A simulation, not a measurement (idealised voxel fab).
The following process module bears the name voxel tone inversion.
Xsec cut, 235 nm wide, square cell size 5 nm.
The cross-sections in this document take the form of a grid made of square cells. They are written out as bands, in order from top to bottom. Each band consists of one or more rows of cells. The band entry comprises the height of the band's top followed by the height of its bottom, expressed in nm, and subsequently the band's materials from left to right, each stated together with its width in nm. Where a single material is marked with the word "full width", that material fills the band from edge to edge. The word "blank" represents empty space. Below 0: as-received wafer, all one material; heights counted from there. Lowest band: no bottom, goes on down, written "top 0, no bottom". It should be noted that a width expressed as "30->40" varies in equal increments from row to row of cells within the band, taking the value of the first number at the top row and that of the second number at the bottom row. No cell of the cross-section changed in a step that is given as "nothing was modified". In the "Closed void roster" entry, you get each enclosed empty space of 8 cells or more, one with no open way to the top, written width x height at distance, distance from the left edge, in nm. It should be noted that, on the line of a given step, the content following the step's settings is a remark produced by the simulator itself with respect to that step. Among the settings permitted on a step's line is "overlay nm"; applied to a step with a mask, it specifies the extent to which the mask lay to the right of its planned position, whereas a negative figure signifies a position to the left. Each pair of cross-sections that follows straddles one process step: the one shows the state before the step, the other the state after it, down to the lowest band that changed and no further. The step in question, and its settings, are given under the pair. Note that a pair is not necessarily a continuation of the pair above it, since pairs can come from different runs of this module on the same starting wafer; it is a continuation only where its entry headed "Pre-step geometry" says so.
Pre-step geometry:
- top 0, no bottom: Si full width
- Closed void roster: none
Post-Step Geometry:
- top 5, bottom 0: SiCN full width
- below 0: unchanged
- Closed void roster: none
Transition step, before and after shown above: CONFORMAL_DEP: material SiCN, thk nm 5
Pre-step geometry: per the after cross-section of the pair just above.
Post-Step Geometry:
- top 20, bottom 5: aC full width
- below 5: unchanged
- Closed void roster: none
Transition step, before and after shown above: DIRECTIONAL_DEP: material aC, thk nm 15
Pre-step geometry: per the after cross-section of the pair just above.
Post-Step Geometry:
- top 45, bottom 20: blank (85) | resist (20) | blank (25) | resist (20) | blank (85)
- below 20: unchanged
- Closed void roster: none
Transition step, before and after shown above: PATTERN: tone cover, mask id POSTS, material resist, width nm 20, pitch nm 45, thk nm 25, overlay nm 0
Pre-step geometry: per the after cross-section of the pair just above.
Post-Step Geometry:
- top 30, bottom 20: blank (85) | resist (20) | blank (25) | resist (20) | blank (85)
- top 20, bottom 5: blank (85) | aC (20) | blank (25) | aC (20) | blank (85)
- below 5: unchanged
- Closed void roster: none
Transition step, before and after shown above: DIRECTIONAL_ETCH: etch materials aC, depth nm 15
Pre-step geometry: per the after cross-section of the pair just above.
Post-Step Geometry:
- top 20, bottom 5: blank (85) | aC (20) | blank (25) | aC (20) | blank (85)
- below 5: unchanged
- Closed void roster: none
Transition step, before and after shown above: STRIP: etch materials resist
Pre-step geometry: per the after cross-section of the pair just above.
Post-Step Geometry:
- top 25, bottom 20: SiO2 full width
- top 20, bottom 5: SiO2 (85) | aC (20) | SiO2 (25) | aC (20) | SiO2 (85)
- below 5: unchanged
- Closed void roster: none
Transition step, before and after shown above: FILL_DEP: material SiO2, thk nm 5
Pre-step geometry: per the after cross-section of the pair just above.
Post-Step Geometry:
- top 20, bottom 5: SiO2 (85) | aC (20) | SiO2 (25) | aC (20) | SiO2 (85)
- below 5: unchanged
- Closed void roster: none
Transition step, before and after shown above: CMP: height nm 20
Pre-step geometry: per the after cross-section of the pair just above.
Post-Step Geometry:
- top 20, bottom 5: SiO2 (85) | blank (20) | SiO2 (25) | blank (20) | SiO2 (85)
- below 5: unchanged
- Closed void roster: none
Transition step, before and after shown above: STRIP: etch materials aC
Pre-step geometry: per the after cross-section of the pair just above.
Post-Step Geometry:
- top 25, bottom 20: TiN (90) | blank (10) | TiN (35) | blank (10) | TiN (90)
- top 20, bottom 10: SiO2 (85) | TiN (5) | blank (10) | TiN (5) | SiO2 (25) | TiN (5) | blank (10) | TiN (5) | SiO2 (85)
- top 10, bottom 5: SiO2 (85) | TiN (20) | SiO2 (25) | TiN (20) | SiO2 (85)
- below 5: unchanged
- Closed void roster: none
Transition step, before and after shown above: CONFORMAL_DEP: material TiN, thk nm 5
Pre-step geometry: per the after cross-section of the pair just above.
Post-Step Geometry:
- top 35, bottom 25: W full width
- top 25, bottom 20: TiN (90) | W (10) | TiN (35) | W (10) | TiN (90)
- top 20, bottom 10: SiO2 (85) | TiN (5) | W (10) | TiN (5) | SiO2 (25) | TiN (5) | W (10) | TiN (5) | SiO2 (85)
- below 10: unchanged
- Closed void roster: none
Transition step, before and after shown above: FILL_DEP: material W, thk nm 10
Pre-step geometry: per the after cross-section of the pair just above.
Post-Step Geometry:
- top 20, bottom 10: SiO2 (85) | TiN (5) | W (10) | TiN (5) | SiO2 (25) | TiN (5) | W (10) | TiN (5) | SiO2 (85)
- below 10: unchanged
- Closed void roster: none
Transition step, before and after shown above: CMP: height nm 20
Pre-step geometry: per the after cross-section of the pair just above.
Post-Step Geometry:
- top 25, bottom 20: SiN full width
- below 20: unchanged
- Closed void roster: none
Transition step, before and after shown above: CONFORMAL_DEP: material SiN, thk nm 5
Pre-step geometry:
- top 0, no bottom: Si full width
- Closed void roster: none
Post-Step Geometry:
- top 15, bottom 0: aC full width
- below 0: unchanged
- Closed void roster: none
Transition step, before and after shown above: DIRECTIONAL_DEP: material aC, thk nm 15
Pre-step geometry: per the after cross-section of the pair just above.
Post-Step Geometry:
- top 40, bottom 15: blank (85) | resist (20) | blank (25) | resist (20) | blank (85)
- below 15: unchanged
- Closed void roster: none
Transition step, before and after shown above: PATTERN: tone cover, mask id POSTS, material resist, width nm 20, pitch nm 45, thk nm 25, overlay nm 0
Pre-step geometry: per the after cross-section of the pair just above.
Post-Step Geometry:
- top 25, bottom 15: blank (85) | resist (20) | blank (25) | resist (20) | blank (85)
- top 15, bottom 0: blank (85) | aC (20) | blank (25) | aC (20) | blank (85)
- below 0: unchanged
- Closed void roster: none
Transition step, before and after shown above: DIRECTIONAL_ETCH: etch materials aC, depth nm 15
Pre-step geometry: per the after cross-section of the pair just above.
Post-Step Geometry:
- top 15, bottom 0: blank (85) | aC (20) | blank (25) | aC (20) | blank (85)
- below 0: unchanged
- Closed void roster: none
Transition step, before and after shown above: STRIP: etch materials resist
Pre-step geometry: per the after cross-section of the pair just above.
Post-Step Geometry:
- top 20, bottom 15: SiO2 full width
- top 15, bottom 0: SiO2 (85) | aC (20) | SiO2 (25) | aC (20) | SiO2 (85)
- below 0: unchanged
- Closed void roster: none
Transition step, before and after shown above: FILL_DEP: material SiO2, thk nm 5
Pre-step geometry: per the after cross-section of the pair just above.
Post-Step Geometry:
- top 25, bottom 20: TiN full width
- below 20: unchanged
- Closed void roster: none
Transition step, before and after shown above: CONFORMAL_DEP: material TiN, thk nm 5
Pre-step geometry: per the after cross-section of the pair just above.
Post-Step Geometry:
- top 35, bottom 25: W full width
- below 25: unchanged
- Closed void roster: none
Transition step, before and after shown above: FILL_DEP: material W, thk nm 10
Pre-step geometry: per the after cross-section of the pair just above.
Post-Step Geometry:
- top 20, bottom 15: SiO2 full width
- below 15: unchanged
- Closed void roster: none
Transition step, before and after shown above: CMP: height nm 20
Pre-step geometry: per the after cross-section of the pair just above.
Post-Step Geometry:
- top 25, bottom 20: SiN full width
- below 20: unchanged
- Closed void roster: none
Transition step, before and after shown above: CONFORMAL_DEP: material SiN, thk nm 5
Pre-step geometry:
- top 15, bottom 0: aC full width
- top 0, no bottom: Si full width
- Closed void roster: none
Post-Step Geometry:
- top 20, bottom 15: SiCN full width
- below 15: unchanged
- Closed void roster: none
Transition step, before and after shown above: CONFORMAL_DEP: material SiCN, thk nm 5
Pre-step geometry: per the after cross-section of the pair just above.
Post-Step Geometry:
- top 45, bottom 20: blank (85) | resist (20) | blank (25) | resist (20) | blank (85)
- below 20: unchanged
- Closed void roster: none
Transition step, before and after shown above: PATTERN: tone cover, mask id POSTS, material resist, width nm 20, pitch nm 45, thk nm 25, overlay nm 0
Pre-step geometry: per the after cross-section of the pair just above.
Post-Step Geometry:
- top 30, bottom 20: blank (85) | resist (20) | blank (25) | resist (20) | blank (85)
- below 20: unchanged
- Closed void roster: none
Transition step, before and after shown above: DIRECTIONAL_ETCH: etch materials aC, depth nm 15
Pre-step geometry: per the after cross-section of the pair just above.
Post-Step Geometry:
- top 20, bottom 15: SiCN full width
- below 15: unchanged
- Closed void roster: none
Transition step, before and after shown above: STRIP: etch materials resist
Pre-step geometry: per the after cross-section of the pair just above.
Post-Step Geometry:
- top 25, bottom 20: SiO2 full width
- below 20: unchanged
- Closed void roster: none
Transition step, before and after shown above: FILL_DEP: material SiO2, thk nm 5
Pre-step geometry: per the after cross-section of the pair just above.
Post-Step Geometry:
- top 20, bottom 15: SiCN full width
- below 15: unchanged
- Closed void roster: none
Transition step, before and after shown above: CMP: height nm 20
Pre-step geometry: per the after cross-section of the pair just above.
Post-Step Geometry:
- top 25, bottom 20: TiN full width
- below 20: unchanged
- Closed void roster: none
Transition step, before and after shown above: CONFORMAL_DEP: material TiN, thk nm 5
Pre-step geometry: per the after cross-section of the pair just above.
Post-Step Geometry:
- top 35, bottom 25: W full width
- below 25: unchanged
- Closed void roster: none
Transition step, before and after shown above: FILL_DEP: material W, thk nm 10
Pre-step geometry: per the after cross-section of the pair just above.
Post-Step Geometry:
- top 20, bottom 15: SiCN full width
- below 15: unchanged
- Closed void roster: none
Transition step, before and after shown above: CMP: height nm 20
Pre-step geometry: per the after cross-section of the pair just above.
Post-Step Geometry:
- top 25, bottom 20: SiN full width
- below 20: unchanged
- Closed void roster: none
Transition step, before and after shown above: CONFORMAL_DEP: material SiN, thk nm 5
Pre-step geometry:
- top 35, bottom 25: W full width
- top 25, bottom 20: TiN (90) | W (10) | TiN (35) | W (10) | TiN (90)
- top 20, bottom 10: SiO2 (85) | TiN (5) | W (10) | TiN (5) | SiO2 (25) | TiN (5) | W (10) | TiN (5) | SiO2 (85)
- top 10, bottom 5: SiO2 (85) | TiN (20) | SiO2 (25) | TiN (20) | SiO2 (85)
- top 5, bottom 0: SiCN full width
- top 0, no bottom: Si full width
- Closed void roster: none
Post-Step Geometry:
- top 10, bottom 5: SiO2 (85) | TiN (20) | SiO2 (25) | TiN (20) | SiO2 (85)
- below 5: unchanged
- Closed void roster: none
Transition step, before and after shown above: CMP: height nm 10
Pre-step geometry: per the after cross-section of the pair just above.
Post-Step Geometry:
- top 15, bottom 10: SiN full width
- below 10: unchanged
- Closed void roster: none
Transition step, before and after shown above: CONFORMAL_DEP: material SiN, thk nm 5
Pre-step geometry:
- top 20, bottom 5: aC full width
- top 5, bottom 0: SiCN full width
- top 0, no bottom: Si full width
- Closed void roster: none
Post-Step Geometry:
- top 45, bottom 20: blank (80) | resist (30) | blank (15) | resist (30) | blank (80)
- below 20: unchanged
- Closed void roster: none
Transition step, before and after shown above: PATTERN: tone cover, mask id POSTS, material resist, width nm 30, pitch nm 45, thk nm 25, overlay nm 0
Pre-step geometry: per the after cross-section of the pair just above.
Post-Step Geometry:
- top 30, bottom 20: blank (80) | resist (30) | blank (15) | resist (30) | blank (80)
- top 20, bottom 5: blank (80) | aC (30) | blank (15) | aC (30) | blank (80)
- below 5: unchanged
- Closed void roster: none
Transition step, before and after shown above: DIRECTIONAL_ETCH: etch materials aC, depth nm 15
Pre-step geometry: per the after cross-section of the pair just above.
Post-Step Geometry:
- top 20, bottom 5: blank (80) | aC (30) | blank (15) | aC (30) | blank (80)
- below 5: unchanged
- Closed void roster: none
Transition step, before and after shown above: STRIP: etch materials resist
Pre-step geometry: per the after cross-section of the pair just above.
Post-Step Geometry:
- top 25, bottom 20: SiO2 full width
- top 20, bottom 5: SiO2 (80) | aC (30) | SiO2 (15) | aC (30) | SiO2 (80)
- below 5: unchanged
- Closed void roster: none
Transition step, before and after shown above: FILL_DEP: material SiO2, thk nm 5
Pre-step geometry: per the after cross-section of the pair just above.
Post-Step Geometry:
- top 20, bottom 5: SiO2 (80) | aC (30) | SiO2 (15) | aC (30) | SiO2 (80)
- below 5: unchanged
- Closed void roster: none
Transition step, before and after shown above: CMP: height nm 20
Pre-step geometry: per the after cross-section of the pair just above.
Post-Step Geometry:
- top 20, bottom 5: SiO2 (80) | blank (30) | SiO2 (15) | blank (30) | SiO2 (80)
- below 5: unchanged
- Closed void roster: none
Transition step, before and after shown above: STRIP: etch materials aC
Pre-step geometry: per the after cross-section of the pair just above.
Post-Step Geometry:
- top 25, bottom 20: TiN (85) | blank (20) | TiN (25) | blank (20) | TiN (85)
- top 20, bottom 10: SiO2 (80) | TiN (5) | blank (20) | TiN (5) | SiO2 (15) | TiN (5) | blank (20) | TiN (5) | SiO2 (80)
- top 10, bottom 5: SiO2 (80) | TiN (30) | SiO2 (15) | TiN (30) | SiO2 (80)
- below 5: unchanged
- Closed void roster: none
Transition step, before and after shown above: CONFORMAL_DEP: material TiN, thk nm 5
Pre-step geometry: per the after cross-section of the pair just above.
Post-Step Geometry:
- top 35, bottom 25: W full width
- top 25, bottom 20: TiN (85) | W (20) | TiN (25) | W (20) | TiN (85)
- top 20, bottom 10: SiO2 (80) | TiN (5) | W (20) | TiN (5) | SiO2 (15) | TiN (5) | W (20) | TiN (5) | SiO2 (80)
- below 10: unchanged
- Closed void roster: none
Transition step, before and after shown above: FILL_DEP: material W, thk nm 10
Pre-step geometry: per the after cross-section of the pair just above.
Post-Step Geometry:
- top 20, bottom 10: SiO2 (80) | TiN (5) | W (20) | TiN (5) | SiO2 (15) | TiN (5) | W (20) | TiN (5) | SiO2 (80)
- below 10: unchanged
- Closed void roster: none
Transition step, before and after shown above: CMP: height nm 20
Pre-step geometry: per the after cross-section of the pair just above.
Post-Step Geometry:
- top 25, bottom 20: SiN full width
- below 20: unchanged
- Closed void roster: none
Transition step, before and after shown above: CONFORMAL_DEP: material SiN, thk nm 5
Pre-step geometry:
- top 20, bottom 5: aC full width
- top 5, bottom 0: SiCN full width
- top 0, no bottom: Si full width
- Closed void roster: none
Post-Step Geometry:
- top 45, bottom 20: blank (75) | resist (20) | blank (25) | resist (20) | blank (95)
- below 20: unchanged
- Closed void roster: none
Transition step, before and after shown above: PATTERN: tone cover, mask id POSTS, material resist, width nm 20, pitch nm 45, thk nm 25, overlay nm -10
Pre-step geometry: per the after cross-section of the pair just above.
Post-Step Geometry:
- top 30, bottom 20: blank (75) | resist (20) | blank (25) | resist (20) | blank (95)
- top 20, bottom 5: blank (75) | aC (20) | blank (25) | aC (20) | blank (95)
- below 5: unchanged
- Closed void roster: none
Transition step, before and after shown above: DIRECTIONAL_ETCH: etch materials aC, depth nm 15
Pre-step geometry: per the after cross-section of the pair just above.
Post-Step Geometry:
- top 20, bottom 5: blank (75) | aC (20) | blank (25) | aC (20) | blank (95)
- below 5: unchanged
- Closed void roster: none
Transition step, before and after shown above: STRIP: etch materials resist
Pre-step geometry: per the after cross-section of the pair just above.
Post-Step Geometry:
- top 25, bottom 20: SiO2 full width
- top 20, bottom 5: SiO2 (75) | aC (20) | SiO2 (25) | aC (20) | SiO2 (95)
- below 5: unchanged
- Closed void roster: none
Transition step, before and after shown above: FILL_DEP: material SiO2, thk nm 5
Pre-step geometry: per the after cross-section of the pair just above.
Post-Step Geometry:
- top 20, bottom 5: SiO2 (75) | aC (20) | SiO2 (25) | aC (20) | SiO2 (95)
- below 5: unchanged
- Closed void roster: none
Transition step, before and after shown above: CMP: height nm 20
Pre-step geometry: per the after cross-section of the pair just above.
Post-Step Geometry:
- top 20, bottom 5: SiO2 (75) | blank (20) | SiO2 (25) | blank (20) | SiO2 (95)
- below 5: unchanged
- Closed void roster: none
Transition step, before and after shown above: STRIP: etch materials aC
Pre-step geometry: per the after cross-section of the pair just above.
Post-Step Geometry:
- top 25, bottom 20: TiN (80) | blank (10) | TiN (35) | blank (10) | TiN (100)
- top 20, bottom 10: SiO2 (75) | TiN (5) | blank (10) | TiN (5) | SiO2 (25) | TiN (5) | blank (10) | TiN (5) | SiO2 (95)
- top 10, bottom 5: SiO2 (75) | TiN (20) | SiO2 (25) | TiN (20) | SiO2 (95)
- below 5: unchanged
- Closed void roster: none
Transition step, before and after shown above: CONFORMAL_DEP: material TiN, thk nm 5
Pre-step geometry: per the after cross-section of the pair just above.
Post-Step Geometry:
- top 35, bottom 25: W full width
- top 25, bottom 20: TiN (80) | W (10) | TiN (35) | W (10) | TiN (100)
- top 20, bottom 10: SiO2 (75) | TiN (5) | W (10) | TiN (5) | SiO2 (25) | TiN (5) | W (10) | TiN (5) | SiO2 (95)
- below 10: unchanged
- Closed void roster: none
Transition step, before and after shown above: FILL_DEP: material W, thk nm 10
Pre-step geometry: per the after cross-section of the pair just above.
Post-Step Geometry:
- top 20, bottom 10: SiO2 (75) | TiN (5) | W (10) | TiN (5) | SiO2 (25) | TiN (5) | W (10) | TiN (5) | SiO2 (95)
- below 10: unchanged
- Closed void roster: none
Transition step, before and after shown above: CMP: height nm 20
Pre-step geometry: per the after cross-section of the pair just above.
Post-Step Geometry:
- top 25, bottom 20: SiN full width
- below 20: unchanged
- Closed void roster: none
Transition step, before and after shown above: CONFORMAL_DEP: material SiN, thk nm 5
Pre-step geometry:
- top 20, bottom 10: SiO2 (85) | TiN (5) | W (10) | TiN (5) | SiO2 (25) | TiN (5) | W (10) | TiN (5) | SiO2 (85)
- top 10, bottom 5: SiO2 (85) | TiN (20) | SiO2 (25) | TiN (20) | SiO2 (85)
- top 5, bottom 0: SiCN full width
- top 0, no bottom: Si full width
- Closed void roster: none
Post-Step Geometry:
- top 25, bottom 20: TiN full width
- below 20: unchanged
- Closed void roster: none
Transition step, before and after shown above: CONFORMAL_DEP: material TiN, thk nm 5
Pre-step geometry:
- top 20, bottom 5: aC full width
- top 5, bottom 0: SiCN full width
- top 0, no bottom: Si full width
- Closed void roster: none
Post-Step Geometry:
- top 45, bottom 20: resist (85) | blank (20) | resist (25) | blank (20) | resist (85)
- below 20: unchanged
- Closed void roster: none
Transition step, before and after shown above: PATTERN: tone open, mask id POSTS, material resist, width nm 20, pitch nm 45, thk nm 25, overlay nm 0
Pre-step geometry: per the after cross-section of the pair just above.
Post-Step Geometry:
- top 30, bottom 20: resist (85) | blank (20) | resist (25) | blank (20) | resist (85)
- top 20, bottom 5: aC (85) | blank (20) | aC (25) | blank (20) | aC (85)
- below 5: unchanged
- Closed void roster: none
Transition step, before and after shown above: DIRECTIONAL_ETCH: etch materials aC, depth nm 15
Pre-step geometry: per the after cross-section of the pair just above.
Post-Step Geometry:
- top 20, bottom 5: aC (85) | blank (20) | aC (25) | blank (20) | aC (85)
- below 5: unchanged
- Closed void roster: none
Transition step, before and after shown above: STRIP: etch materials resist
Pre-step geometry: per the after cross-section of the pair just above.
Post-Step Geometry:
- top 25, bottom 20: SiO2 full width
- top 20, bottom 5: aC (85) | SiO2 (20) | aC (25) | SiO2 (20) | aC (85)
- below 5: unchanged
- Closed void roster: none
Transition step, before and after shown above: FILL_DEP: material SiO2, thk nm 5
Pre-step geometry: per the after cross-section of the pair just above.
Post-Step Geometry:
- top 20, bottom 5: aC (85) | SiO2 (20) | aC (25) | SiO2 (20) | aC (85)
- below 5: unchanged
- Closed void roster: none
Transition step, before and after shown above: CMP: height nm 20
Pre-step geometry: per the after cross-section of the pair just above.
Post-Step Geometry:
- top 20, bottom 5: blank (85) | SiO2 (20) | blank (25) | SiO2 (20) | blank (85)
- below 5: unchanged
- Closed void roster: none
Transition step, before and after shown above: STRIP: etch materials aC
Pre-step geometry: per the after cross-section of the pair just above.
Post-Step Geometry:
- top 25, bottom 20: blank (80) | TiN (30) | blank (15) | TiN (30) | blank (80)
- top 20, bottom 10: blank (80) | TiN (5) | SiO2 (20) | TiN (5) | blank (15) | TiN (5) | SiO2 (20) | TiN (5) | blank (80)
- top 10, bottom 5: TiN (85) | SiO2 (20) | TiN (25) | SiO2 (20) | TiN (85)
- below 5: unchanged
- Closed void roster: none
Transition step, before and after shown above: CONFORMAL_DEP: material TiN, thk nm 5
Pre-step geometry: per the after cross-section of the pair just above.
Post-Step Geometry:
- top 35, bottom 25: W full width
- top 25, bottom 20: W (80) | TiN (30) | W (15) | TiN (30) | W (80)
- top 20, bottom 10: W (80) | TiN (5) | SiO2 (20) | TiN (5) | W (15) | TiN (5) | SiO2 (20) | TiN (5) | W (80)
- below 10: unchanged
- Closed void roster: none
Transition step, before and after shown above: FILL_DEP: material W, thk nm 10
Pre-step geometry: per the after cross-section of the pair just above.
Post-Step Geometry:
- top 20, bottom 10: W (80) | TiN (5) | SiO2 (20) | TiN (5) | W (15) | TiN (5) | SiO2 (20) | TiN (5) | W (80)
- below 10: unchanged
- Closed void roster: none
Transition step, before and after shown above: CMP: height nm 20
Pre-step geometry: per the after cross-section of the pair just above.
Post-Step Geometry:
- top 25, bottom 20: SiN full width
- below 20: unchanged
- Closed void roster: none
Transition step, before and after shown above: CONFORMAL_DEP: material SiN, thk nm 5
